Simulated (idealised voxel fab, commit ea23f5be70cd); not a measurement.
process module | voxel gate over fins
cross-section cut | 210 nm wide | cells 5 nm
A cross-section is a grid of square cells, given in bands from the top down. A band is one or more rows of cells.
Each band's line starts with the height of the band's top and of its bottom, in nm. Then come its materials from left to right, each with its width in nm. One material with "throughout" fills the band from edge to edge. "air" is empty space.
Height 0 is the level under which the wafer as received is all one material. The lowest band goes on downwards, as in "0 down".
A width such as "30 to 40" changes by the same amount from each row of cells to the next, from the band's top row to its bottom row.
"no change" after a step means that no cell of the cross-section changed.
closed voids: empty space of 8 cells or more with no open way to the top, each as width x height at its distance from the left edge, in nm
after a step's settings: what the simulator itself notes on the step
overlay nm, on a step with a mask: how far to the right of its planned place the mask lay; to the left if negative
Each pair below shows a cross-section before one step and the cross-section after it, down to the lowest band that changed. The line under each pair gives the step between them, with its settings. The pairs can come from different runs of this module on the same starting wafer, so a pair continues from the pair above only where its "before" says so.
before
  0 down: Si throughout
  closed voids: none
after
  10 to 0: SiN throughout
  below 0: unchanged
  closed voids: none
the step between: op CONFORMAL_DEP | material SiN | thk nm 10
before: the cross-section after the pair above
after
  20 to 10: aC throughout
  below 10: unchanged
  closed voids: none
the step between: op DIRECTIONAL_DEP | material aC | thk nm 10
before: the cross-section after the pair above
after
  50 to 20: air 40 | resist 15 | air 40 | resist 15 | air 40 | resist 15 | air 45
  below 20: unchanged
  closed voids: none
the step between: op PATTERN | tone cover | mask id FINS | material resist | width nm 15 | pitch nm 55 | thk nm 30 | overlay nm 0
before: the cross-section after the pair above
after
  40 to 20: air 40 | resist 15 | air 40 | resist 15 | air 40 | resist 15 | air 45
  20 to 10: air 40 | aC 15 | air 40 | aC 15 | air 40 | aC 15 | air 45
  below 10: unchanged
  closed voids: none
the step between: op DIRECTIONAL_ETCH | etch materials aC | depth nm 10
before: the cross-section after the pair above
after
  20 to 10: air 40 | aC 15 | air 40 | aC 15 | air 40 | aC 15 | air 45
  below 10: unchanged
  closed voids: none
the step between: op STRIP | etch materials resist
before: the cross-section after the pair above
after
  20 to 10: air 40 | aC 15 | air 40 | aC 15 | air 40 | aC 15 | air 45
  10 to 0: air 40 | SiN 15 | air 40 | SiN 15 | air 40 | SiN 15 | air 45
  below 0: unchanged
  closed voids: none
the step between: op DIRECTIONAL_ETCH | etch materials SiN | depth nm 10
before: the cross-section after the pair above
after
  20 to 10: air 40 | aC 15 | air 40 | aC 15 | air 40 | aC 15 | air 45
  10 to 0: air 40 | SiN 15 | air 40 | SiN 15 | air 40 | SiN 15 | air 45
  0 to -35: air 40 | Si 15 | air 40 | Si 15 | air 40 | Si 15 | air 45
  below -35: unchanged
  closed voids: none
the step between: op DIRECTIONAL_ETCH | etch materials Si | depth nm 35
before: the cross-section after the pair above
after
  10 to 0: air 40 | SiN 15 | air 40 | SiN 15 | air 40 | SiN 15 | air 45
  below 0: unchanged
  closed voids: none
the step between: op STRIP | etch materials aC
before: the cross-section after the pair above
after
  25 to 10: SiO2 throughout
  10 to 0: SiO2 40 | SiN 15 | SiO2 40 | SiN 15 | SiO2 40 | SiN 15 | SiO2 45
  0 to -35: SiO2 40 | Si 15 | SiO2 40 | Si 15 | SiO2 40 | Si 15 | SiO2 45
  below -35: unchanged
  closed voids: none
the step between: op FILL_DEP | material SiO2 | thk nm 15
before: the cross-section after the pair above
after
  10 to 0: SiO2 40 | SiN 15 | SiO2 40 | SiN 15 | SiO2 40 | SiN 15 | SiO2 45
  below 0: unchanged
  closed voids: none
the step between: op CMP | height nm 10
before: the cross-section after the pair above
after
  20 to 10: aC throughout
  below 10: unchanged
  closed voids: none
the step between: op DIRECTIONAL_DEP | material aC | thk nm 10
before: the cross-section after the pair above
after
  45 to 20: resist 65 | air 15 | resist 130
  below 20: unchanged
  closed voids: none
the step between: op PATTERN | tone open | mask id RAIL | material resist | width nm 15 | thk nm 25 | overlay nm 0
before: the cross-section after the pair above
after
  35 to 20: resist 65 | air 15 | resist 130
  20 to 10: aC 65 | air 15 | aC 130
  below 10: unchanged
  closed voids: none
the step between: op DIRECTIONAL_ETCH | etch materials aC | depth nm 10
before: the cross-section after the pair above
after
  20 to 10: aC 65 | air 15 | aC 130
  below 10: unchanged
  closed voids: none
the step between: op STRIP | etch materials resist
before: the cross-section after the pair above
after
  20 to 10: aC 65 | air 15 | aC 130
  10 to 0: SiO2 40 | SiN 15 | SiO2 10 | air 15 | SiO2 15 | SiN 15 | SiO2 40 | SiN 15 | SiO2 45
  0 to -30: SiO2 40 | Si 15 | SiO2 10 | air 15 | SiO2 15 | Si 15 | SiO2 40 | Si 15 | SiO2 45
  below -30: unchanged
  closed voids: none
the step between: op DIRECTIONAL_ETCH | etch materials SiO2 | depth nm 40
before: the cross-section after the pair above
after
  10 to 0: SiO2 40 | SiN 15 | SiO2 10 | air 15 | SiO2 15 | SiN 15 | SiO2 40 | SiN 15 | SiO2 45
  below 0: unchanged
  closed voids: none
the step between: op STRIP | etch materials aC
before: the cross-section after the pair above
after
  15 to 10: TiN 70 | air 5 | TiN 135
  10 to 0: SiO2 40 | SiN 15 | SiO2 10 | TiN 5 | air 5 | TiN 5 | SiO2 15 | SiN 15 | SiO2 40 | SiN 15 | SiO2 45
  0 to -25: SiO2 40 | Si 15 | SiO2 10 | TiN 5 | air 5 | TiN 5 | SiO2 15 | Si 15 | SiO2 40 | Si 15 | SiO2 45
  -25 to -30: SiO2 40 | Si 15 | SiO2 10 | TiN 15 | SiO2 15 | Si 15 | SiO2 40 | Si 15 | SiO2 45
  below -30: unchanged
  closed voids: none
the step between: op CONFORMAL_DEP | material TiN | thk nm 5
before: the cross-section after the pair above
after
  25 to 15: W throughout
  15 to 10: TiN 70 | W 5 | TiN 135
  10 to 0: SiO2 40 | SiN 15 | SiO2 10 | TiN 5 | W 5 | TiN 5 | SiO2 15 | SiN 15 | SiO2 40 | SiN 15 | SiO2 45
  0 to -25: SiO2 40 | Si 15 | SiO2 10 | TiN 5 | W 5 | TiN 5 | SiO2 15 | Si 15 | SiO2 40 | Si 15 | SiO2 45
  below -25: unchanged
  closed voids: none
the step between: op FILL_DEP | material W | thk nm 10
before: the cross-section after the pair above
after
  10 to 0: SiO2 40 | SiN 15 | SiO2 10 | TiN 5 | W 5 | TiN 5 | SiO2 15 | SiN 15 | SiO2 40 | SiN 15 | SiO2 45
  below 0: unchanged
  closed voids: none
the step between: op CMP | height nm 10
before: the cross-section after the pair above
after
  10 to 0: SiO2 40 | SiN 15 | SiO2 10 | air 15 | SiO2 15 | SiN 15 | SiO2 40 | SiN 15 | SiO2 45
  0 to -20: SiO2 40 | Si 15 | SiO2 10 | air 15 | SiO2 15 | Si 15 | SiO2 40 | Si 15 | SiO2 45
  below -20: unchanged
  closed voids: none
the step between: op SELECTIVE_ETCH | etch materials W Ru TiN | depth nm 30
before: the cross-section after the pair above
after
  15 to 10: SiO2 throughout
  10 to 0: SiO2 40 | SiN 15 | SiO2 40 | SiN 15 | SiO2 40 | SiN 15 | SiO2 45
  0 to -20: SiO2 40 | Si 15 | SiO2 40 | Si 15 | SiO2 40 | Si 15 | SiO2 45
  below -20: unchanged
  closed voids: none
the step between: op FILL_DEP | material SiO2 | thk nm 5
before: the cross-section after the pair above
after
  10 to 0: SiO2 40 | SiN 15 | SiO2 40 | SiN 15 | SiO2 40 | SiN 15 | SiO2 45
  below 0: unchanged
  closed voids: none
the step between: op CMP | height nm 10
before: the cross-section after the pair above
after
  10 to 0: air 40 | SiN 15 | air 40 | SiN 15 | air 40 | SiN 15 | air 45
  0 to -10: air 40 | Si 15 | air 40 | Si 15 | air 40 | Si 15 | air 45
  below -10: unchanged
  closed voids: none
the step between: op SELECTIVE_ETCH | etch materials SiO2 | depth nm 20
before: the cross-section after the pair above
after
  0 to -10: air 40 | Si 15 | air 40 | Si 15 | air 40 | Si 15 | air 45
  below -10: unchanged
  closed voids: none
the step between: op STRIP | etch materials SiN
before: the cross-section after the pair above
after
  5 to 0: air 35 | HfO2 25 | air 30 | HfO2 25 | air 30 | HfO2 25 | air 40
  0 to -5: air 35 | HfO2 5 | Si 15 | HfO2 5 | air 30 | HfO2 5 | Si 15 | HfO2 5 | air 30 | HfO2 5 | Si 15 | HfO2 5 | air 40
  -5 to -10: HfO2 40 | Si 15 | HfO2 40 | Si 15 | HfO2 40 | Si 15 | HfO2 45
  below -10: unchanged
  closed voids: none
the step between: op CONFORMAL_DEP | material HfO2 | thk nm 5
before: the cross-section after the pair above
after
  10 to 5: air 30 | TiN 35 | air 20 | TiN 35 | air 20 | TiN 35 | air 35
  5 to 0: air 30 | TiN 5 | HfO2 25 | TiN 5 | air 20 | TiN 5 | HfO2 25 | TiN 5 | air 20 | TiN 5 | HfO2 25 | TiN 5 | air 35
  0 to -5: TiN 35 | HfO2 5 | Si 15 | HfO2 5 | TiN 30 | HfO2 5 | Si 15 | HfO2 5 | TiN 30 | HfO2 5 | Si 15 | HfO2 5 | TiN 40
  below -5: unchanged
  closed voids: none
the step between: op CONFORMAL_DEP | material TiN | thk nm 5
before: the cross-section after the pair above
after
  15 to 10: air 25 | TiAl 45 | air 10 | TiAl 45 | air 10 | TiAl 45 | air 30
  10 to 5: air 25 | TiAl 5 | TiN 35 | TiAl 5 | air 10 | TiAl 5 | TiN 35 | TiAl 5 | air 10 | TiAl 5 | TiN 35 | TiAl 5 | air 30
  5 to 0: TiAl 30 | TiN 5 | HfO2 25 | TiN 5 | TiAl 20 | TiN 5 | HfO2 25 | TiN 5 | TiAl 20 | TiN 5 | HfO2 25 | TiN 5 | TiAl 35
  below 0: unchanged
  closed voids: none
the step between: op CONFORMAL_DEP | material TiAl | thk nm 5
before: the cross-section after the pair above
after
  20 to 15: air 20 | TiN 165 | air 25
  15 to 10: air 20 | TiN 5 | TiAl 45 | TiN 10 | TiAl 45 | TiN 10 | TiAl 45 | TiN 5 | air 25
  10 to 5: TiN 25 | TiAl 5 | TiN 35 | TiAl 5 | TiN 10 | TiAl 5 | TiN 35 | TiAl 5 | TiN 10 | TiAl 5 | TiN 35 | TiAl 5 | TiN 30
  below 5: unchanged
  closed voids: none
the step between: op CONFORMAL_DEP | material TiN | thk nm 5
before: the cross-section after the pair above
after
  35 to 20: W throughout
  20 to 15: W 20 | TiN 165 | W 25
  15 to 10: W 20 | TiN 5 | TiAl 45 | TiN 10 | TiAl 45 | TiN 10 | TiAl 45 | TiN 5 | W 25
  below 10: unchanged
  closed voids: none
the step between: op FILL_DEP | material W | thk nm 15
before: the cross-section after the pair above
after
  30 to 20: W throughout
  below 20: unchanged
  closed voids: none
the step between: op CMP | height nm 30
before: the cross-section after the pair above
after
  40 to 30: SiCN throughout
  below 30: unchanged
  closed voids: none
the step between: op CONFORMAL_DEP | material SiCN | thk nm 10
before
  10 to 5: air 30 | TiN 35 | air 20 | TiN 35 | air 20 | TiN 35 | air 35
  5 to 0: air 30 | TiN 5 | HfO2 25 | TiN 5 | air 20 | TiN 5 | HfO2 25 | TiN 5 | air 20 | TiN 5 | HfO2 25 | TiN 5 | air 35
  0 to -5: TiN 35 | HfO2 5 | Si 15 | HfO2 5 | TiN 30 | HfO2 5 | Si 15 | HfO2 5 | TiN 30 | HfO2 5 | Si 15 | HfO2 5 | TiN 40
  -5 to -10: HfO2 40 | Si 15 | HfO2 40 | Si 15 | HfO2 40 | Si 15 | HfO2 45
  -10 to -20: SiO2 40 | Si 15 | SiO2 40 | Si 15 | SiO2 40 | Si 15 | SiO2 45
  -20 to -25: SiO2 40 | Si 15 | SiO2 10 | TiN 5 | W 5 | TiN 5 | SiO2 15 | Si 15 | SiO2 40 | Si 15 | SiO2 45
  -25 to -30: SiO2 40 | Si 15 | SiO2 10 | TiN 15 | SiO2 15 | Si 15 | SiO2 40 | Si 15 | SiO2 45
  -30 to -35: SiO2 40 | Si 15 | SiO2 40 | Si 15 | SiO2 40 | Si 15 | SiO2 45
  -35 down: Si throughout
  closed voids: none
after
  15 to 5: air 25 | TiN 45 | air 10 | TiN 45 | air 10 | TiN 45 | air 30
  5 to 0: TiN 35 | HfO2 25 | TiN 30 | HfO2 25 | TiN 30 | HfO2 25 | TiN 40
  below 0: unchanged
  closed voids: none
the step between: op CONFORMAL_DEP | material TiN | thk nm 5
before: the cross-section after the pair above
after
  30 to 15: W throughout
  15 to 5: W 25 | TiN 45 | W 10 | TiN 45 | W 10 | TiN 45 | W 30
  below 5: unchanged
  closed voids: none
the step between: op FILL_DEP | material W | thk nm 15
before: the cross-section after the pair above
after
  40 to 30: SiCN throughout
  below 30: unchanged
  closed voids: none
the step between: op CONFORMAL_DEP | material SiCN | thk nm 10
before
  10 to 0: air 40 | SiN 15 | air 40 | SiN 15 | air 40 | SiN 15 | air 45
  0 to -10: air 40 | Si 15 | air 40 | Si 15 | air 40 | Si 15 | air 45
  -10 to -20: SiO2 40 | Si 15 | SiO2 40 | Si 15 | SiO2 40 | Si 15 | SiO2 45
  -20 to -25: SiO2 40 | Si 15 | SiO2 10 | TiN 5 | W 5 | TiN 5 | SiO2 15 | Si 15 | SiO2 40 | Si 15 | SiO2 45
  -25 to -30: SiO2 40 | Si 15 | SiO2 10 | TiN 15 | SiO2 15 | Si 15 | SiO2 40 | Si 15 | SiO2 45
  -30 to -35: SiO2 40 | Si 15 | SiO2 40 | Si 15 | SiO2 40 | Si 15 | SiO2 45
  -35 down: Si throughout
  closed voids: none
after
  10 to 0: air 40 | SiN 15 | air 40 | SiN 15 | air 40 | SiN 15 | air 45
  0 to -20: air 40 | Si 15 | air 40 | Si 15 | air 40 | Si 15 | air 45
  -20 to -25: air 40 | Si 15 | air 10 | TiN 5 | W 5 | TiN 5 | air 15 | Si 15 | air 40 | Si 15 | air 45
  -25 to -30: air 40 | Si 15 | air 10 | TiN 15 | air 15 | Si 15 | air 40 | Si 15 | air 45
  below -30: unchanged
  closed voids: none
the step between: op SELECTIVE_ETCH | etch materials SiO2 | depth nm 20
before: the cross-section after the pair above
after
  0 to -20: air 40 | Si 15 | air 40 | Si 15 | air 40 | Si 15 | air 45
  below -20: unchanged
  closed voids: none
the step between: op STRIP | etch materials SiN
before: the cross-section after the pair above
after
  5 to 0: air 35 | HfO2 25 | air 30 | HfO2 25 | air 30 | HfO2 25 | air 40
  0 to -15: air 35 | HfO2 5 | Si 15 | HfO2 5 | air 30 | HfO2 5 | Si 15 | HfO2 5 | air 30 | HfO2 5 | Si 15 | HfO2 5 | air 40
  -15 to -20: air 35 | HfO2 5 | Si 15 | HfO2 30 | air 5 | HfO2 5 | Si 15 | HfO2 5 | air 30 | HfO2 5 | Si 15 | HfO2 5 | air 40
  -20 to -25: air 35 | HfO2 5 | Si 15 | HfO2 10 | TiN 5 | W 5 | TiN 5 | HfO2 5 | air 5 | HfO2 5 | Si 15 | HfO2 5 | air 30 | HfO2 5 | Si 15 | HfO2 5 | air 40
  -25 to -30: HfO2 40 | Si 15 | HfO2 10 | TiN 15 | HfO2 15 | Si 15 | HfO2 40 | Si 15 | HfO2 45
  below -30: unchanged
  closed voids: none
the step between: op CONFORMAL_DEP | material HfO2 | thk nm 5
before: the cross-section after the pair above
after
  10 to 5: air 30 | TiN 35 | air 20 | TiN 35 | air 20 | TiN 35 | air 35
  5 to 0: air 30 | TiN 5 | HfO2 25 | TiN 5 | air 20 | TiN 5 | HfO2 25 | TiN 5 | air 20 | TiN 5 | HfO2 25 | TiN 5 | air 35
  0 to -10: air 30 | TiN 5 | HfO2 5 | Si 15 | HfO2 5 | TiN 5 | air 20 | TiN 5 | HfO2 5 | Si 15 | HfO2 5 | TiN 5 | air 20 | TiN 5 | HfO2 5 | Si 15 | HfO2 5 | TiN 5 | air 35
  -10 to -20: air 30 | TiN 5 | HfO2 5 | Si 15 | HfO2 5 to 30 | TiN 30 to 5 | HfO2 5 | Si 15 | HfO2 5 | TiN 5 | air 20 | TiN 5 | HfO2 5 | Si 15 | HfO2 5 | TiN 5 | air 35
  -20 to -25: TiN 35 | HfO2 5 | Si 15 | HfO2 10 | TiN 5 | W 5 | TiN 5 | HfO2 5 | TiN 5 | HfO2 5 | Si 15 | HfO2 5 | TiN 30 | HfO2 5 | Si 15 | HfO2 5 | TiN 40
  below -25: unchanged
  closed voids: none
the step between: op CONFORMAL_DEP | material TiN | thk nm 5
before: the cross-section after the pair above
after
  15 to 10: air 25 | TiAl 45 | air 10 | TiAl 45 | air 10 | TiAl 45 | air 30
  10 to 5: air 25 | TiAl 5 | TiN 35 | TiAl 5 | air 10 | TiAl 5 | TiN 35 | TiAl 5 | air 10 | TiAl 5 | TiN 35 | TiAl 5 | air 30
  5 to 0: air 25 | TiAl 5 | TiN 5 | HfO2 25 | TiN 5 | TiAl 5 | air 10 | TiAl 5 | TiN 5 | HfO2 25 | TiN 5 | TiAl 5 | air 10 | TiAl 5 | TiN 5 | HfO2 25 | TiN 5 | TiAl 5 | air 30
  0 to -5: air 25 | TiAl 5 | TiN 5 | HfO2 5 | Si 15 | HfO2 5 | TiN 5 | TiAl 5 | air 10 | TiAl 5 | TiN 5 | HfO2 5 | Si 15 | HfO2 5 | TiN 5 | TiAl 5 | air 10 | TiAl 5 | TiN 5 | HfO2 5 | Si 15 | HfO2 5 | TiN 5 | TiAl 5 | air 30
  -5 to -10: air 25 | TiAl 5 | TiN 5 | HfO2 5 | Si 15 | HfO2 5 | TiN 5 | TiAl 20 | TiN 5 | HfO2 5 | Si 15 | HfO2 5 | TiN 5 | TiAl 5 | air 10 | TiAl 5 | TiN 5 | HfO2 5 | Si 15 | HfO2 5 | TiN 5 | TiAl 5 | air 30
  -10 to -15: air 25 | TiAl 5 | TiN 5 | HfO2 5 | Si 15 | HfO2 5 | TiN 30 | HfO2 5 | Si 15 | HfO2 5 | TiN 5 | TiAl 5 | air 10 | TiAl 5 | TiN 5 | HfO2 5 | Si 15 | HfO2 5 | TiN 5 | TiAl 5 | air 30
  -15 to -20: TiAl 30 | TiN 5 | HfO2 5 | Si 15 | HfO2 30 | TiN 5 | HfO2 5 | Si 15 | HfO2 5 | TiN 5 | TiAl 20 | TiN 5 | HfO2 5 | Si 15 | HfO2 5 | TiN 5 | TiAl 35
  below -20: unchanged
  closed voids: none
the step between: op CONFORMAL_DEP | material TiAl | thk nm 5
before: the cross-section after the pair above
after
  20 to 15: air 20 | TiN 165 | air 25
  15 to 10: air 20 | TiN 5 | TiAl 45 | TiN 10 | TiAl 45 | TiN 10 | TiAl 45 | TiN 5 | air 25
  10 to 5: air 20 | TiN 5 | TiAl 5 | TiN 35 | TiAl 5 | TiN 10 | TiAl 5 | TiN 35 | TiAl 5 | TiN 10 | TiAl 5 | TiN 35 | TiAl 5 | TiN 5 | air 25
  5 to 0: air 20 | TiN 5 | TiAl 5 | TiN 5 | HfO2 25 | TiN 5 | TiAl 5 | TiN 10 | TiAl 5 | TiN 5 | HfO2 25 | TiN 5 | TiAl 5 | TiN 10 | TiAl 5 | TiN 5 | HfO2 25 | TiN 5 | TiAl 5 | TiN 5 | air 25
  0 to -5: air 20 | TiN 5 | TiAl 5 | TiN 5 | HfO2 5 | Si 15 | HfO2 5 | TiN 5 | TiAl 5 | TiN 10 | TiAl 5 | TiN 5 | HfO2 5 | Si 15 | HfO2 5 | TiN 5 | TiAl 5 | TiN 10 | TiAl 5 | TiN 5 | HfO2 5 | Si 15 | HfO2 5 | TiN 5 | TiAl 5 | TiN 5 | air 25
  -5 to -10: air 20 | TiN 5 | TiAl 5 | TiN 5 | HfO2 5 | Si 15 | HfO2 5 | TiN 5 | TiAl 20 | TiN 5 | HfO2 5 | Si 15 | HfO2 5 | TiN 5 | TiAl 5 | TiN 10 | TiAl 5 | TiN 5 | HfO2 5 | Si 15 | HfO2 5 | TiN 5 | TiAl 5 | TiN 5 | air 25
  -10 to -15: TiN 25 | TiAl 5 | TiN 5 | HfO2 5 | Si 15 | HfO2 5 | TiN 30 | HfO2 5 | Si 15 | HfO2 5 | TiN 5 | TiAl 5 | TiN 10 | TiAl 5 | TiN 5 | HfO2 5 | Si 15 | HfO2 5 | TiN 5 | TiAl 5 | TiN 30
  below -15: unchanged
  closed voids: none
the step between: op CONFORMAL_DEP | material TiN | thk nm 5
before: the cross-section after the pair above
after
  35 to 20: W throughout
  20 to 15: W 20 | TiN 165 | W 25
  15 to 10: W 20 | TiN 5 | TiAl 45 | TiN 10 | TiAl 45 | TiN 10 | TiAl 45 | TiN 5 | W 25
  10 to 5: W 20 | TiN 5 | TiAl 5 | TiN 35 | TiAl 5 | TiN 10 | TiAl 5 | TiN 35 | TiAl 5 | TiN 10 | TiAl 5 | TiN 35 | TiAl 5 | TiN 5 | W 25
  5 to 0: W 20 | TiN 5 | TiAl 5 | TiN 5 | HfO2 25 | TiN 5 | TiAl 5 | TiN 10 | TiAl 5 | TiN 5 | HfO2 25 | TiN 5 | TiAl 5 | TiN 10 | TiAl 5 | TiN 5 | HfO2 25 | TiN 5 | TiAl 5 | TiN 5 | W 25
  0 to -5: W 20 | TiN 5 | TiAl 5 | TiN 5 | HfO2 5 | Si 15 | HfO2 5 | TiN 5 | TiAl 5 | TiN 10 | TiAl 5 | TiN 5 | HfO2 5 | Si 15 | HfO2 5 | TiN 5 | TiAl 5 | TiN 10 | TiAl 5 | TiN 5 | HfO2 5 | Si 15 | HfO2 5 | TiN 5 | TiAl 5 | TiN 5 | W 25
  -5 to -10: W 20 | TiN 5 | TiAl 5 | TiN 5 | HfO2 5 | Si 15 | HfO2 5 | TiN 5 | TiAl 20 | TiN 5 | HfO2 5 | Si 15 | HfO2 5 | TiN 5 | TiAl 5 | TiN 10 | TiAl 5 | TiN 5 | HfO2 5 | Si 15 | HfO2 5 | TiN 5 | TiAl 5 | TiN 5 | W 25
  below -10: unchanged
  closed voids: none
the step between: op FILL_DEP | material W | thk nm 15
before: the cross-section after the pair above
after
  30 to 20: W throughout
  below 20: unchanged
  closed voids: none
the step between: op CMP | height nm 30
before: the cross-section after the pair above
after
  40 to 30: SiCN throughout
  below 30: unchanged
  closed voids: none
the step between: op CONFORMAL_DEP | material SiCN | thk nm 10
before
  5 to 0: air 35 | HfO2 25 | air 30 | HfO2 25 | air 30 | HfO2 25 | air 40
  0 to -5: air 35 | HfO2 5 | Si 15 | HfO2 5 | air 30 | HfO2 5 | Si 15 | HfO2 5 | air 30 | HfO2 5 | Si 15 | HfO2 5 | air 40
  -5 to -10: HfO2 40 | Si 15 | HfO2 40 | Si 15 | HfO2 40 | Si 15 | HfO2 45
  -10 to -20: SiO2 40 | Si 15 | SiO2 40 | Si 15 | SiO2 40 | Si 15 | SiO2 45
  -20 to -25: SiO2 40 | Si 15 | SiO2 10 | TiN 5 | W 5 | TiN 5 | SiO2 15 | Si 15 | SiO2 40 | Si 15 | SiO2 45
  -25 to -30: SiO2 40 | Si 15 | SiO2 10 | TiN 15 | SiO2 15 | Si 15 | SiO2 40 | Si 15 | SiO2 45
  -30 to -35: SiO2 40 | Si 15 | SiO2 40 | Si 15 | SiO2 40 | Si 15 | SiO2 45
  -35 down: Si throughout
  closed voids: none
after
  10 to 5: air 30 | TiAl 35 | air 20 | TiAl 35 | air 20 | TiAl 35 | air 35
  5 to 0: air 30 | TiAl 5 | HfO2 25 | TiAl 5 | air 20 | TiAl 5 | HfO2 25 | TiAl 5 | air 20 | TiAl 5 | HfO2 25 | TiAl 5 | air 35
  0 to -5: TiAl 35 | HfO2 5 | Si 15 | HfO2 5 | TiAl 30 | HfO2 5 | Si 15 | HfO2 5 | TiAl 30 | HfO2 5 | Si 15 | HfO2 5 | TiAl 40
  below -5: unchanged
  closed voids: none
the step between: op CONFORMAL_DEP | material TiAl | thk nm 5
before: the cross-section after the pair above
after
  15 to 10: air 25 | TiN 45 | air 10 | TiN 45 | air 10 | TiN 45 | air 30
  10 to 5: air 25 | TiN 5 | TiAl 35 | TiN 5 | air 10 | TiN 5 | TiAl 35 | TiN 5 | air 10 | TiN 5 | TiAl 35 | TiN 5 | air 30
  5 to 0: TiN 30 | TiAl 5 | HfO2 25 | TiAl 5 | TiN 20 | TiAl 5 | HfO2 25 | TiAl 5 | TiN 20 | TiAl 5 | HfO2 25 | TiAl 5 | TiN 35
  below 0: unchanged
  closed voids: none
the step between: op CONFORMAL_DEP | material TiN | thk nm 5
before: the cross-section after the pair above
after
  20 to 10: air 20 | TiN 165 | air 25
  10 to 5: TiN 30 | TiAl 35 | TiN 20 | TiAl 35 | TiN 20 | TiAl 35 | TiN 35
  below 5: unchanged
  closed voids: none
the step between: op CONFORMAL_DEP | material TiN | thk nm 5
before: the cross-section after the pair above
after
  35 to 20: W throughout
  20 to 10: W 20 | TiN 165 | W 25
  below 10: unchanged
  closed voids: none
the step between: op FILL_DEP | material W | thk nm 15
before: the cross-section after the pair above
after
  30 to 20: W throughout
  below 20: unchanged
  closed voids: none
the step between: op CMP | height nm 30
before: the cross-section after the pair above
after
  40 to 30: SiCN throughout
  below 30: unchanged
  closed voids: none
the step between: op CONFORMAL_DEP | material SiCN | thk nm 10
before
  20 to 10: air 40 | aC 15 | air 40 | aC 15 | air 40 | aC 15 | air 45
  10 to 0: air 40 | SiN 15 | air 40 | SiN 15 | air 40 | SiN 15 | air 45
  0 down: Si throughout
  closed voids: none
after
  20 to 10: air 40 | aC 15 | air 40 | aC 15 | air 40 | aC 15 | air 45
  10 to 0: air 40 | SiN 15 | air 40 | SiN 15 | air 40 | SiN 15 | air 45
  0 to -40: air 40 | Si 15 | air 40 | Si 15 | air 40 | Si 15 | air 45
  below -40: unchanged
  closed voids: none
the step between: op DIRECTIONAL_ETCH | etch materials Si | depth nm 40
before: the cross-section after the pair above
after
  10 to 0: air 40 | SiN 15 | air 40 | SiN 15 | air 40 | SiN 15 | air 45
  below 0: unchanged
  closed voids: none
the step between: op STRIP | etch materials aC
before: the cross-section after the pair above
after
  25 to 10: SiO2 throughout
  10 to 0: SiO2 40 | SiN 15 | SiO2 40 | SiN 15 | SiO2 40 | SiN 15 | SiO2 45
  0 to -40: SiO2 40 | Si 15 | SiO2 40 | Si 15 | SiO2 40 | Si 15 | SiO2 45
  below -40: unchanged
  closed voids: none
the step between: op FILL_DEP | material SiO2 | thk nm 15
before: the cross-section after the pair above
after
  10 to 0: SiO2 40 | SiN 15 | SiO2 40 | SiN 15 | SiO2 40 | SiN 15 | SiO2 45
  below 0: unchanged
  closed voids: none
the step between: op CMP | height nm 10
before: the cross-section after the pair above
after
  20 to 10: aC throughout
  below 10: unchanged
  closed voids: none
the step between: op DIRECTIONAL_DEP | material aC | thk nm 10
before: the cross-section after the pair above
after
  45 to 20: resist 65 | air 15 | resist 130
  below 20: unchanged
  closed voids: none
the step between: op PATTERN | tone open | mask id RAIL | material resist | width nm 15 | thk nm 25 | overlay nm 0
before: the cross-section after the pair above
after
  35 to 20: resist 65 | air 15 | resist 130
  20 to 10: aC 65 | air 15 | aC 130
  below 10: unchanged
  closed voids: none
the step between: op DIRECTIONAL_ETCH | etch materials aC | depth nm 10
before: the cross-section after the pair above
after
  20 to 10: aC 65 | air 15 | aC 130
  below 10: unchanged
  closed voids: none
the step between: op STRIP | etch materials resist
before: the cross-section after the pair above
after
  20 to 10: aC 65 | air 15 | aC 130
  10 to 0: SiO2 40 | SiN 15 | SiO2 10 | air 15 | SiO2 15 | SiN 15 | SiO2 40 | SiN 15 | SiO2 45
  0 to -30: SiO2 40 | Si 15 | SiO2 10 | air 15 | SiO2 15 | Si 15 | SiO2 40 | Si 15 | SiO2 45
  below -30: unchanged
  closed voids: none
the step between: op DIRECTIONAL_ETCH | etch materials SiO2 | depth nm 40
before: the cross-section after the pair above
after
  10 to 0: SiO2 40 | SiN 15 | SiO2 10 | air 15 | SiO2 15 | SiN 15 | SiO2 40 | SiN 15 | SiO2 45
  below 0: unchanged
  closed voids: none
the step between: op STRIP | etch materials aC
before: the cross-section after the pair above
after
  15 to 10: TiN 70 | air 5 | TiN 135
  10 to 0: SiO2 40 | SiN 15 | SiO2 10 | TiN 5 | air 5 | TiN 5 | SiO2 15 | SiN 15 | SiO2 40 | SiN 15 | SiO2 45
  0 to -25: SiO2 40 | Si 15 | SiO2 10 | TiN 5 | air 5 | TiN 5 | SiO2 15 | Si 15 | SiO2 40 | Si 15 | SiO2 45
  -25 to -30: SiO2 40 | Si 15 | SiO2 10 | TiN 15 | SiO2 15 | Si 15 | SiO2 40 | Si 15 | SiO2 45
  below -30: unchanged
  closed voids: none
the step between: op CONFORMAL_DEP | material TiN | thk nm 5
before: the cross-section after the pair above
after
  25 to 15: W throughout
  15 to 10: TiN 70 | W 5 | TiN 135
  10 to 0: SiO2 40 | SiN 15 | SiO2 10 | TiN 5 | W 5 | TiN 5 | SiO2 15 | SiN 15 | SiO2 40 | SiN 15 | SiO2 45
  0 to -25: SiO2 40 | Si 15 | SiO2 10 | TiN 5 | W 5 | TiN 5 | SiO2 15 | Si 15 | SiO2 40 | Si 15 | SiO2 45
  below -25: unchanged
  closed voids: none
the step between: op FILL_DEP | material W | thk nm 10
before: the cross-section after the pair above
after
  10 to 0: SiO2 40 | SiN 15 | SiO2 10 | TiN 5 | W 5 | TiN 5 | SiO2 15 | SiN 15 | SiO2 40 | SiN 15 | SiO2 45
  below 0: unchanged
  closed voids: none
the step between: op CMP | height nm 10
before: the cross-section after the pair above
after
  10 to 0: SiO2 40 | SiN 15 | SiO2 10 | air 15 | SiO2 15 | SiN 15 | SiO2 40 | SiN 15 | SiO2 45
  0 to -20: SiO2 40 | Si 15 | SiO2 10 | air 15 | SiO2 15 | Si 15 | SiO2 40 | Si 15 | SiO2 45
  below -20: unchanged
  closed voids: none
the step between: op SELECTIVE_ETCH | etch materials W Ru TiN | depth nm 30
before: the cross-section after the pair above
after
  15 to 10: SiO2 throughout
  10 to 0: SiO2 40 | SiN 15 | SiO2 40 | SiN 15 | SiO2 40 | SiN 15 | SiO2 45
  0 to -20: SiO2 40 | Si 15 | SiO2 40 | Si 15 | SiO2 40 | Si 15 | SiO2 45
  below -20: unchanged
  closed voids: none
the step between: op FILL_DEP | material SiO2 | thk nm 5
before: the cross-section after the pair above
after
  10 to 0: SiO2 40 | SiN 15 | SiO2 40 | SiN 15 | SiO2 40 | SiN 15 | SiO2 45
  below 0: unchanged
  closed voids: none
the step between: op CMP | height nm 10
